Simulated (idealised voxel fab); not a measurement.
You're looking at the process module voxel self aligned vias.
Square cell edge 5 nm, section width 275 nm, ID cut.
A cross-section in this document is a grid of square cells, and it is written down as bands, the top band listed before the ones below it; a band is made up of one or more rows of cells. Basically the band line says how high the top is and how high the bottom is, in nm, and then what's in it from left to right, every material with its width in nm. Empty space shows up as "empty", and if a single material carries "all across" it runs the full band edge to edge. Height reference: 0 = level under which incoming wafer is all one material. Lowest band: no bottom, runs on downward, e.g. "from 0 down". The expression "30 to 40" gives the width at the extremes of the band, the first number at its top row of cells and the second at its bottom row, with the width changing by equal amounts from each row to the next in between. "no change occurred" after a step means that no cell of the cross-section changed. Closed-off voids of 8+ cells (no open route to the top) go in "Catalogued sealed voids", written width x height at distance from the left edge, in nm. Text after the settings on a step's line: the simulator's own remark on that step. Among the settings permitted on a step's line is "overlay nm"; applied to a step with a mask, it specifies the extent to which the mask lay to the right of its planned position, whereas a negative figure signifies a position to the left.
Listed below are the process steps as planned:
1) RECEIVE,material Si
2) CONFORMAL_DEP,material SiO2,thk nm 15
3) CONFORMAL_DEP,material SiCN,thk nm 5
4) DIRECTIONAL_DEP,material lowk,thk nm 30
5) DIRECTIONAL_DEP,material aC,thk nm 10
6) PATTERN,tone open,mask id LINES,material resist,width nm 25,pitch nm 75,thk nm 30,overlay nm 0
7) DIRECTIONAL_ETCH,etch materials aC,depth nm 10
8) STRIP,etch materials resist
9) DIRECTIONAL_ETCH,etch materials lowk,depth nm 30
10) STRIP,etch materials aC
11) CONFORMAL_DEP,material TiN,thk nm 5
12) FILL_DEP,material Ru,thk nm 10
13) CMP,height nm 50
14) SELECTIVE_ETCH,etch materials W Ru TiN,depth nm 10
15) FILL_DEP,material SiN,thk nm 5
16) CMP,height nm 50
17) DIRECTIONAL_DEP,material lowk,thk nm 20
18) MASKED_ETCH,tone open,mask id VIAS,width nm 45,pitch nm 75,etch materials lowk,depth nm 20,overlay nm 0
19) MASKED_ETCH,tone open,mask id VIAS,width nm 45,pitch nm 75,etch materials SiN,depth nm 10,overlay nm 0
20) CONFORMAL_DEP,material TiN,thk nm 5
21) FILL_DEP,material W,thk nm 5
22) CMP,height nm 70
23) CONFORMAL_DEP,material SiCN,thk nm 5
Cross-section, incoming material, after step 1:
- from 0 down  Si all across
- Catalogued sealed voids: none
The first of two wafers, cross-sectioned at the end of the module, with the run proceeding as planned:
- from 75 to 70  SiCN all across
- from 70 to 55  lowk=40 / TiN=5 / W=35 / TiN=5 / lowk=30 / TiN=5 / W=35 / TiN=5 / lowk=30 / TiN=5 / W=35 / TiN=5 / lowk=40
- from 55 to 45  lowk=40 to 50 / TiN=15 to 5 / W=15 / TiN=15 to 5 / lowk=30 to 50 / TiN=15 to 5 / W=15 / TiN=15 to 5 / lowk=30 to 50 / TiN=15 to 5 / W=15 / TiN=15 to 5 / lowk=40 to 50
- from 45 to 40  lowk=50 / TiN=25 / lowk=50 / TiN=25 / lowk=50 / TiN=25 / lowk=50
- from 40 to 25  lowk=50 / TiN=5 / Ru=15 / TiN=5 / lowk=50 / TiN=5 / Ru=15 / TiN=5 / lowk=50 / TiN=5 / Ru=15 / TiN=5 / lowk=50
- from 25 to 20  lowk=50 / TiN=25 / lowk=50 / TiN=25 / lowk=50 / TiN=25 / lowk=50
- from 20 to 15  SiCN all across
- from 15 to 0  SiO2 all across
- from 0 down  Si all across
- Catalogued sealed voids: none
End of module, second wafer, cross-section. Started like the first, planned like the first, run with one mistake:
- from 75 to 70  SiCN all across
- from 70 to 55  lowk=40 / TiN=5 / W=35 / TiN=5 / lowk=30 / TiN=5 / W=35 / TiN=5 / lowk=30 / TiN=5 / W=35 / TiN=5 / lowk=40
- from 55 to 45  lowk=40 to 50 / TiN=15 to 5 / W=15 / TiN=15 to 5 / lowk=30 to 50 / TiN=15 to 5 / W=15 / TiN=15 to 5 / lowk=30 to 50 / TiN=15 to 5 / W=15 / TiN=15 to 5 / lowk=40 to 50
- from 45 to 35  lowk=50 / TiN=25 / lowk=50 / TiN=25 / lowk=50 / TiN=25 / lowk=50
- from 35 to 30  SiCN all across
- from 30 to 0  SiO2 all across
- from 0 down  Si all across
- Catalogued sealed voids: none
What broke from the plan during processing? twice, step 2 of the plan was run
It is noted that, at the conclusion of processing, the second wafer exhibits a higher or lower cell count for certain materials relative to the first: 27 fewer of Ru | 165 more of SiO2 | 18 fewer of TiN | 120 fewer of lowk
